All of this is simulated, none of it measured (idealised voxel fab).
Process module in this document: voxel capacitor over wiring
The cross-section shown here is cut; it is 240 nm wide and divided into square cells measuring 5 nm on a side.
Cross-section layout: square cells on a grid; listed as bands, top to bottom; a band spans one or more cell rows. Band entry format. Leading values: height of top, height of bottom, nm. Remainder: materials in left-to-right order, each with its width in nm. Special words: "everywhere" on a single material, which then fills the band edge to edge; "blank", empty space. Height datum 0, below which the as-received substrate wafer is one material. Lowest band open at the bottom, running downward: "0 down". Width "30->40": first value at the band's top row of cells, second value at its bottom row, equal change from row to row. A step reported as "nothing altered" is a step in which no cell of the cross-section changed. Basically, "Closed void catalog" tells you about the enclosed voids: empty spaces with no open way to the top, 8 cells or bigger, each written width x height at distance, where distance is from the left edge, all in nm. If you see something after the settings on a step's line, that's the simulator's own remark about that step. overlay nm: on a step with a mask, how far right of its planned place the mask lay; negative means left.
# Process steps (planned)
step 1: RECEIVE | material Si
step 2: CONFORMAL_DEP | material SiO2 | thk nm 15
step 3: DIRECTIONAL_DEP | material TiN | thk nm 5
step 4: DIRECTIONAL_DEP | material Ru | thk nm 15
step 5: DIRECTIONAL_DEP | material aC | thk nm 10
step 6: PATTERN | tone cover | mask id METAL_1 | material resist | width nm 25 | pitch nm 75 | thk nm 25 | overlay nm 0
step 7: DIRECTIONAL_ETCH | etch materials aC | depth nm 10
step 8: STRIP | etch materials resist
step 9: DIRECTIONAL_ETCH | etch materials Ru | depth nm 15
step 10: DIRECTIONAL_ETCH | etch materials TiN | depth nm 5
step 11: STRIP | etch materials aC
step 12: FILL_DEP | material SiO2 | thk nm 10
step 13: CMP | height nm 35
step 14: CONFORMAL_DEP | material SiCN | thk nm 5
step 15: DIRECTIONAL_DEP | material SiO2 | thk nm 20
step 16: MASKED_ETCH | tone open | mask id PLUG_1 | width nm 15 | etch materials SiO2 | depth nm 20 | overlay nm 0
step 17: MASKED_ETCH | tone open | mask id PLUG_1 | width nm 15 | etch materials SiCN | depth nm 5 | overlay nm 0
step 18: EPI | material Ru | thk nm 10
step 19: EPI | material Ru | thk nm 10
step 20: EPI | material Ru | thk nm 5
step 21: DIRECTIONAL_DEP | material TiN | thk nm 10
step 22: DIRECTIONAL_DEP | material SiN | thk nm 5
step 23: DIRECTIONAL_DEP | material TiN | thk nm 10
step 24: DIRECTIONAL_DEP | material aC | thk nm 15
step 25: PATTERN | tone cover | mask id UPPER_PLATE | material resist | width nm 55 | thk nm 30 | overlay nm 0
step 26: DIRECTIONAL_ETCH | etch materials aC | depth nm 15
step 27: STRIP | etch materials resist
step 28: DIRECTIONAL_ETCH | etch materials TiN | depth nm 10
step 29: DIRECTIONAL_ETCH | etch materials SiN | depth nm 5
step 30: STRIP | etch materials aC
step 31: DIRECTIONAL_DEP | material aC | thk nm 15
step 32: PATTERN | tone cover | mask id LOWER_PLATE | material resist | width nm 65 | thk nm 30 | overlay nm 0
step 33: DIRECTIONAL_ETCH | etch materials aC | depth nm 15
step 34: STRIP | etch materials resist
step 35: DIRECTIONAL_ETCH | etch materials TiN | depth nm 10
step 36: STRIP | etch materials aC
step 37: FILL_DEP | material SiO2 | thk nm 15
step 38: CMP | height nm 95
step 39: DIRECTIONAL_DEP | material aC | thk nm 10
step 40: PATTERN | tone open | mask id PLUG_2 | material resist | width nm 15 | thk nm 30 | overlay nm 0
step 41: DIRECTIONAL_ETCH | etch materials aC | depth nm 10
step 42: STRIP | etch materials resist
step 43: DIRECTIONAL_ETCH | etch materials SiO2 | depth nm 10
step 44: STRIP | etch materials aC
step 45: CONFORMAL_DEP | material TiN | thk nm 5
step 46: FILL_DEP | material Cu | thk nm 5
step 47: CMP | height nm 95
step 48: CONFORMAL_DEP | material SiN | thk nm 5
# Step 1 complete: cross-section of the wafer as received
  0 down | Si everywhere
  Closed void catalog: none
# Module complete - cross-section of the first of two wafers, run according to plan
  100 to 95 | SiN everywhere
  95 to 90 | SiO2 (90), then TiN (5), then Cu (5), then TiN (5), then SiO2 (135)
  90 to 85 | SiO2 (90), then TiN (15), then SiO2 (135)
  85 to 75 | SiO2 (80), then TiN (55), then SiO2 (105)
  75 to 70 | SiO2 (80), then SiN (55), then SiO2 (105)
  70 to 60 | SiO2 (75), then TiN (65), then SiO2 (100)
  60 to 40 | SiO2 (80), then Ru (15), then SiO2 (145)
  40 to 35 | SiCN (80), then Ru (15), then SiCN (145)
  35 to 20 | SiO2 (70), then Ru (25), then SiO2 (50), then Ru (25), then SiO2 (70)
  20 to 15 | SiO2 (70), then TiN (25), then SiO2 (50), then TiN (25), then SiO2 (70)
  15 to 0 | SiO2 everywhere
  0 down | Si everywhere
  Closed void catalog: none
# Cross-section of the latter of the two wafers at module completion. It had an identical start and an identical plan to the former; in running it, one mistake was made
  100 to 95 | SiN everywhere
  95 to 85 | SiO2 (80), then TiN (25), then SiO2 (135)
  85 to 80 | SiO2 (80), then SiN (25), then TiN (30), then SiO2 (105)
  80 to 75 | SiO2 (75), then TiN (60), then SiO2 (105)
  75 to 70 | SiO2 (75), then TiN (30), then SiN (30), then SiO2 (105)
  70 to 60 | SiO2 (70), then Ru (35), then TiN (35), then SiO2 (100)
  60 to 40 | SiO2 (80), then Ru (15), then SiO2 (145)
  40 to 35 | SiCN (80), then Ru (15), then SiCN (145)
  35 to 20 | SiO2 (70), then Ru (25), then SiO2 (50), then Ru (25), then SiO2 (70)
  20 to 15 | SiO2 (70), then TiN (25), then SiO2 (50), then TiN (25), then SiO2 (70)
  15 to 0 | SiO2 everywhere
  0 down | Si everywhere
  Closed void catalog: none
The plan and the run diverged here: of the identical steps 18 and 19, one was run twice, which one not being known
Once processing is complete, comparing cell counts shows that the second wafer has more or fewer of certain materials than the first: -1 Cu, +14 Ru, -8 SiO2, -5 TiN
